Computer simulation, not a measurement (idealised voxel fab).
The name of this process module is voxel tone inversion.
The cross-section on display is named cut; it measures 295 nm wide, and its cells are 5 nm squares.
Cross-section, as written here: a square-cell grid given band by band from the top down, where a band holds one or more rows of cells. Read a band's entry like this: the first values are the height of its top and the height of its bottom in nm, and what follows is the sequence of materials from left to right, each with its width in nm. Note that "air" is empty space, and that a single material marked "everywhere" reaches across the band from edge to edge. A quick word on heights: they are counted from 0, and under that level the wafer as it came to us is one material throughout. The lowest band is different from the rest in having no bottom; it simply continues downward, written as in "0 nm and below". Width: "30..40" (first number = top row, second number = bottom row, same change from row to row of cells). The designation "nothing changed", where it is given for a processing step, indicates that no cell of the cross-section was altered in the course of that step. Voids not open to the top, 8 cells minimum: see "Closed void catalog". Written width x height at distance; distance is from the left edge; nm. Formally, on a step line, whatever follows the settings is a remark that the simulator itself makes on the step. overlay nm: how far to the right of its planned place the mask lay on this masked step (negative: to the left).
-- Process steps - plan
- 1: RECEIVE | material Si
- 2: CONFORMAL_DEP | material SiCN | thk nm 10
- 3: DIRECTIONAL_DEP | material polySi | thk nm 25
- 4: PATTERN | tone cover | mask id POSTS | material resist | width nm 15 | pitch nm 45 | thk nm 35 | overlay nm 0
- 5: DIRECTIONAL_ETCH | etch materials polySi | depth nm 25
- 6: STRIP | etch materials resist
- 7: FILL_DEP | material lowk | thk nm 5
- 8: CMP | height nm 35
- 9: STRIP | etch materials polySi
- 10: CONFORMAL_DEP | material TiN | thk nm 5
- 11: FILL_DEP | material Cu | thk nm 5
- 12: CMP | height nm 35
- 13: CONFORMAL_DEP | material SiCN | thk nm 5
The wafers are alike at the start. At step 4, their width nm differs. The plan lists the first wafer's value.
-- So this is the first of several wafers, cross-sectioned as it came to us, meaning it's at the end of step 1
> 0 nm and below | Si everywhere
> Closed void catalog: none
-- First of several wafers, sectioned at end of module (last step: step 13)
> 40 nm to 35 nm | SiCN everywhere
> 35 nm to 15 nm | lowk 70, TiN 5, Cu 5, TiN 5, lowk 30, TiN 5, Cu 5, TiN 5, lowk 30, TiN 5, Cu 5, TiN 5, lowk 30, TiN 5, Cu 5, TiN 5, lowk 75
> 15 nm to 10 nm | lowk 70, TiN 15, lowk 30, TiN 15, lowk 30, TiN 15, lowk 30, TiN 15, lowk 75
> 10 nm to 0 nm | SiCN everywhere
> 0 nm and below | Si everywhere
> Closed void catalog: none
-- Cross-section of the final wafer among several, taken at the end of the module
> 40 nm to 35 nm | SiCN everywhere
> 35 nm to 15 nm | lowk 65, TiN 5, Cu 20, TiN 5, lowk 15, TiN 5, Cu 20, TiN 5, lowk 15, TiN 5, Cu 20, TiN 5, lowk 15, TiN 5, Cu 20, TiN 5, lowk 65
> 15 nm to 10 nm | lowk 65, TiN 30, lowk 15, TiN 30, lowk 15, TiN 30, lowk 15, TiN 30, lowk 65
> 10 nm to 0 nm | SiCN everywhere
> 0 nm and below | Si everywhere
> Closed void catalog: none
-- Where each wafer stands at the end of the module, a row apiece: cells of each material gained (+) or lost (-) since it was received, then closed voids
width nm 15; +16 Cu; +177 SiCN; +44 TiN; +235 lowk; Closed void catalog: none
width nm 20; +32 Cu; +177 SiCN; +48 TiN; +215 lowk; Closed void catalog: none
width nm 25; +48 Cu; +177 SiCN; +52 TiN; +195 lowk; Closed void catalog: none
width nm 30; +64 Cu; +177 SiCN; +56 TiN; +175 lowk; Closed void catalog: none
